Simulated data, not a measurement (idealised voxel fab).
The document below concerns the process module designated voxel self aligned contacts.
The figure presents cross-section cut, which has a width of 195 nm and is divided into square cells with an edge length of 5 nm.
We lay out every cross-section as a grid of square cells and spell it out in bands from the top down, where one band means one or more rows of cells.
A band entry consists of two parts. The first gives the height of the band's top and the height of its bottom, in nm. The rest lists the band's materials from left to right, each with its width in nm. A single material labelled with the word "throughout" fills the band from edge to edge, and the word "air" marks empty space.
It should be noted that heights are counted from 0, beneath which the wafer as supplied is of one material throughout, and that the lowest band possesses no lower boundary but continues downward, as written in "0 and below".
You'd read "30..40" like this: the band's top row of cells is as wide as the first number, its bottom row is as wide as the second, and going down, every row changes width by the same amount as the row before did.
"changes: none" (step): cross-section cells unchanged, all of them.
Any empty space of 8 cells or more lacking an open way to the top shows up in "Sealed void inventory" as width x height at distance, distance from the left edge, in nm.
Past the settings on a step's line: simulator remark, on that step.
overlay nm: mask right of planned place by this much (step with mask). Neg. = left.

plan
1) RECEIVE [material Si]
2) CONFORMAL_DEP [material SiO2] [thk nm 5]
3) DIRECTIONAL_DEP [material polySi] [thk nm 20]
4) DIRECTIONAL_DEP [material SiN] [thk nm 15]
5) PATTERN [tone cover] [mask id GATE] [material resist] [width nm 30] [pitch nm 65] [thk nm 15] [overlay nm 0]
6) DIRECTIONAL_ETCH [etch materials SiN] [depth nm 15]
7) DIRECTIONAL_ETCH [etch materials polySi] [depth nm 20]
8) STRIP [etch materials resist]
9) CONFORMAL_DEP [material SiN] [thk nm 5]
10) DIRECTIONAL_ETCH [etch materials SiN] [depth nm 5]
11) FILL_DEP [material SiO2] [thk nm 15]
12) CMP [height nm 50]
13) PATTERN [tone open] [mask id CONTACT] [material resist] [width nm 45] [thk nm 20] [overlay nm 0]
14) DIRECTIONAL_ETCH [etch materials SiO2] [depth nm 50]
15) STRIP [etch materials resist]
16) CONFORMAL_DEP [material TiN] [thk nm 5]
17) FILL_DEP [material Ru] [thk nm 5]
18) CMP [height nm 50]
19) CONFORMAL_DEP [material SiCN] [thk nm 5]

Cross-section of the incoming wafer, state after step 1
* 0 and below: Si throughout
* Sealed void inventory: none

Cross-section taken at module completion on the first of two wafers; processed per the plan
* 55 down to 50: SiCN throughout
* 50 down to 40: SiO2: 75 | TiN: 5..15 | Ru: 35..15 | TiN: 5..15 | SiO2: 75
* 40 down to 25: SiO2: 45 | SiN: 40 | TiN: 5 | Ru: 15 | TiN: 5 | SiN: 40 | SiO2: 45
* 25 down to 5: SiO2: 45 | SiN: 5 | polySi: 30 | SiN: 5 | TiN: 5 | Ru: 15 | TiN: 5 | SiN: 5 | polySi: 30 | SiN: 5 | SiO2: 45
* 5 down to 0: SiO2: 85 | TiN: 25 | SiO2: 85
* 0 and below: Si throughout
* Sealed void inventory: none

Presented here is a cross-section of the second of the two wafers as it stood at the end of the module. It was started in the same manner and assigned the same plan as the first wafer; however, one mistake was made in its execution
* 55 down to 50: SiCN throughout
* 50 down to 40: Ru: 70..40 | TiN: 5..35 | SiO2: 45 | TiN: 5..35 | Ru: 70..40
* 40 down to 25: Ru: 40 | TiN: 5 | SiN: 40 | SiO2: 25 | SiN: 40 | TiN: 5 | Ru: 40
* 25 down to 5: Ru: 40 | TiN: 5 | SiN: 5 | polySi: 30 | SiN: 5 | SiO2: 25 | SiN: 5 | polySi: 30 | SiN: 5 | TiN: 5 | Ru: 40
* 5 down to 0: TiN: 45 | SiO2: 105 | TiN: 45
* 0 and below: Si throughout
* Sealed void inventory: none
So what did we get wrong on this run? step 13 was not run as planned; what actually ran was PATTERN [tone cover] [mask id CONTACT] [material resist] [width nm 45] [thk nm 20] [overlay nm 0]
Final tally in cells, some materials are higher or lower on the second wafer than on the first: +125 Ru | -146 SiO2 | +21 TiN
